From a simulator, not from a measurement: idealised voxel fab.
process module | voxel self aligned contacts
Square cells of 5 nm make up the cross-section cut, whose width is 195 nm.
Just so we're on the same page, the cross-sections are grids of square cells, and they're listed out in bands top to bottom, each band one or more rows deep.
Basically the band line says how high the top is and how high the bottom is, in nm, and then what's in it from left to right, every material with its width in nm. Empty space shows up as "air", and if a single material carries "edge to edge" it runs the full band edge to edge.
Heights are measured from 0, the level below which the as-received wafer is all one material; the lowest band has no bottom and continues downward, written as in "0 down".
So if you see something like "30 to 40" for the width, read it as the top row of the band sitting at the first number and the bottom row at the second, with every row in between moving by the same amount as the last.
Step marked "same as before"? Then no cell in the cross-section changed in it.
"Non-vented voids": sealed empty spaces, 8 cells or more, no open way to top, listed width x height at distance, with distance from the left edge and width, height and distance in nm.
Heads up: the bit after the settings on a step's line is the simulator's remark on that step.
On any step carrying a mask, the "overlay nm" setting, if present on the step's line, tells how far right of its planned place the mask lay; negative values point to the left.
The steps planned for the process are as follows
1,RECEIVE [material Si]
2,CONFORMAL_DEP [material SiO2] [thk nm 5]
3,DIRECTIONAL_DEP [material polySi] [thk nm 30]
4,DIRECTIONAL_DEP [material SiN] [thk nm 15]
5,PATTERN [tone cover] [mask id GATE] [material resist] [width nm 30] [pitch nm 65] [thk nm 15] [overlay nm 0]
6,DIRECTIONAL_ETCH [etch materials SiN] [depth nm 15]
7,DIRECTIONAL_ETCH [etch materials polySi] [depth nm 30]
8,STRIP [etch materials resist]
9,CONFORMAL_DEP [material SiN] [thk nm 5]
10,DIRECTIONAL_ETCH [etch materials SiN] [depth nm 5]
11,FILL_DEP [material SiO2] [thk nm 15]
12,CMP [height nm 60]
13,MASKED_ETCH [tone open] [mask id CONTACT] [width nm 45] [pitch nm 65] [etch materials SiO2] [depth nm 60] [overlay nm 0]
14,CONFORMAL_DEP [material TiN] [thk nm 5]
15,FILL_DEP [material Ru] [thk nm 5]
16,CMP [height nm 60]
17,CONFORMAL_DEP [material SiCN] [thk nm 5]
Here's what the wafer looked like in cross-section when it arrived - that's after step 1
    0 down  Si edge to edge
    Non-vented voids: none
a wafer at the end: this start, this plan, one mistake
    65 to 60  SiCN edge to edge
    60 to 55  10 nm SiO2  40 nm SiN  5 nm TiN  15 nm Ru  5 nm TiN  40 nm SiN  5 nm TiN  15 nm Ru  5 nm TiN  40 nm SiN  15 nm SiO2
    55 to 50  10 nm SiO2  40 nm SiN  25 nm TiN  40 nm SiN  25 nm TiN  40 nm SiN  15 nm SiO2
    50 to 35  SiN edge to edge
    35 to 5  polySi edge to edge
    5 to 0  SiO2 edge to edge
    0 down  Si edge to edge
    Non-vented voids: none
Error vs. plan: regarding the plan, step 4 was run twice
